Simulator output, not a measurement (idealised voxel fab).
process module | voxel capacitor over wiring
cross-section cut | 180 nm wide | cells 5 nm
A cross-section is a grid of square cells, given in bands from the top down. A band is one or more rows of cells.
Each band's line starts with the height of the band's top and of its bottom, in nm. Then come its materials from left to right, each with its width in nm. One material with "throughout" fills the band from edge to edge. "air" is empty space.
Height 0 is the level under which the wafer as received is all one material. The lowest band goes on downwards, as in "0 down".
A width such as "30 to 40" changes by the same amount from each row of cells to the next, from the band's top row to its bottom row.
"no change" after a step means that no cell of the cross-section changed.
closed voids: empty space of 8 cells or more with no open way to the top, each as width x height at its distance from the left edge, in nm
after a step's settings: what the simulator itself notes on the step
overlay nm, on a step with a mask: how far to the right of its planned place the mask lay; to the left if negative
plan
1 op RECEIVE | material Si
2 op CONFORMAL_DEP | material SiO2 | thk nm 10
3 op DIRECTIONAL_DEP | material TiN | thk nm 5
4 op DIRECTIONAL_DEP | material Ru | thk nm 15
5 op PATTERN | tone cover | mask id METAL_1 | material resist | width nm 25 | pitch nm 85 | thk nm 20 | overlay nm 0
6 op DIRECTIONAL_ETCH | etch materials Ru | depth nm 15
7 op DIRECTIONAL_ETCH | etch materials TiN | depth nm 5
8 op STRIP | etch materials resist
9 op CONFORMAL_DEP | material SiCN | thk nm 5
10 op FILL_DEP | material SiO2 | thk nm 10
11 op CMP | height nm 30
12 op CONFORMAL_DEP | material SiCN | thk nm 5
13 op DIRECTIONAL_DEP | material SiO2 | thk nm 15
14 op DIRECTIONAL_DEP | material aC | thk nm 10
15 op PATTERN | tone open | mask id PLUG_1 | material resist | width nm 15 | thk nm 25 | overlay nm 0
16 op DIRECTIONAL_ETCH | etch materials aC | depth nm 10
17 op STRIP | etch materials resist
18 op DIRECTIONAL_ETCH | etch materials SiO2 | depth nm 15
19 op DIRECTIONAL_ETCH | etch materials SiCN | depth nm 5
20 op STRIP | etch materials aC
21 op EPI | material Ru | thk nm 10
22 op EPI | material Ru | thk nm 10
23 op DIRECTIONAL_DEP | material TiN | thk nm 10
24 op DIRECTIONAL_DEP | material SiN | thk nm 5
25 op DIRECTIONAL_DEP | material TiN | thk nm 5
26 op DIRECTIONAL_DEP | material aC | thk nm 15
27 op PATTERN | tone cover | mask id UPPER_PLATE | material resist | width nm 65 | thk nm 35 | overlay nm 0
28 op DIRECTIONAL_ETCH | etch materials aC | depth nm 15
29 op STRIP | etch materials resist
30 op DIRECTIONAL_ETCH | etch materials TiN | depth nm 5
31 op DIRECTIONAL_ETCH | etch materials SiN | depth nm 5
32 op STRIP | etch materials aC
33 op PATTERN | tone cover | mask id LOWER_PLATE | material resist | width nm 75 | thk nm 15 | overlay nm 0
34 op DIRECTIONAL_ETCH | etch materials TiN | depth nm 10
35 op STRIP | etch materials resist
36 op FILL_DEP | material SiO2 | thk nm 15
37 op CMP | height nm 80
38 op MASKED_ETCH | tone open | mask id PLUG_2 | width nm 15 | etch materials SiO2 | depth nm 10 | overlay nm 0
39 op CONFORMAL_DEP | material TiN | thk nm 5
40 op FILL_DEP | material Cu | thk nm 10
41 op CMP | height nm 80
42 op CONFORMAL_DEP | material SiN | thk nm 5
as received, after step 1
  0 down: Si throughout
  closed voids: none
first wafer at the end, as planned
  85 to 80: SiN throughout
  80 to 75: SiO2 55 | TiN 5 | Cu 5 | TiN 5 | SiO2 110
  75 to 65: SiO2 55 to 45 | TiN 15 to 65 | SiO2 110 to 70
  65 to 60: SiO2 45 | SiN 65 | SiO2 70
  60 to 50: SiO2 40 | TiN 75 | SiO2 65
  50 to 35: SiO2 45 | Ru 15 | SiO2 120
  35 to 30: SiCN 45 | Ru 15 | SiCN 120
  30 to 15: SiO2 30 | SiCN 5 | Ru 25 | SiCN 5 | SiO2 50 | SiCN 5 | Ru 25 | SiCN 5 | SiO2 30
  15 to 10: SiCN 35 | TiN 25 | SiCN 60 | TiN 25 | SiCN 35
  10 to 0: SiO2 throughout
  0 down: Si throughout
  closed voids: none
second wafer at the end: like start, like plan, one mistake
  85 to 80: SiN throughout
  80 to 75: SiO2 55 | TiN 5 | aC 5 | TiN 5 | SiO2 110
  75 to 65: SiO2 55 to 45 | TiN 15 to 65 | SiO2 110 to 70
  65 to 60: SiO2 45 | SiN 65 | SiO2 70
  60 to 50: SiO2 40 | TiN 75 | SiO2 65
  50 to 35: SiO2 45 | Ru 15 | SiO2 120
  35 to 30: SiCN 45 | Ru 15 | SiCN 120
  30 to 15: SiO2 30 | SiCN 5 | Ru 25 | SiCN 5 | SiO2 50 | SiCN 5 | Ru 25 | SiCN 5 | SiO2 30
  15 to 10: SiCN 35 | TiN 25 | SiCN 60 | TiN 25 | SiCN 35
  10 to 0: SiO2 throughout
  0 down: Si throughout
  closed voids: none
what went wrong: step 40 ran as: op FILL_DEP | material aC | thk nm 10
at the end the second wafer has, in cells: 1 fewer of Cu | 1 more of aC
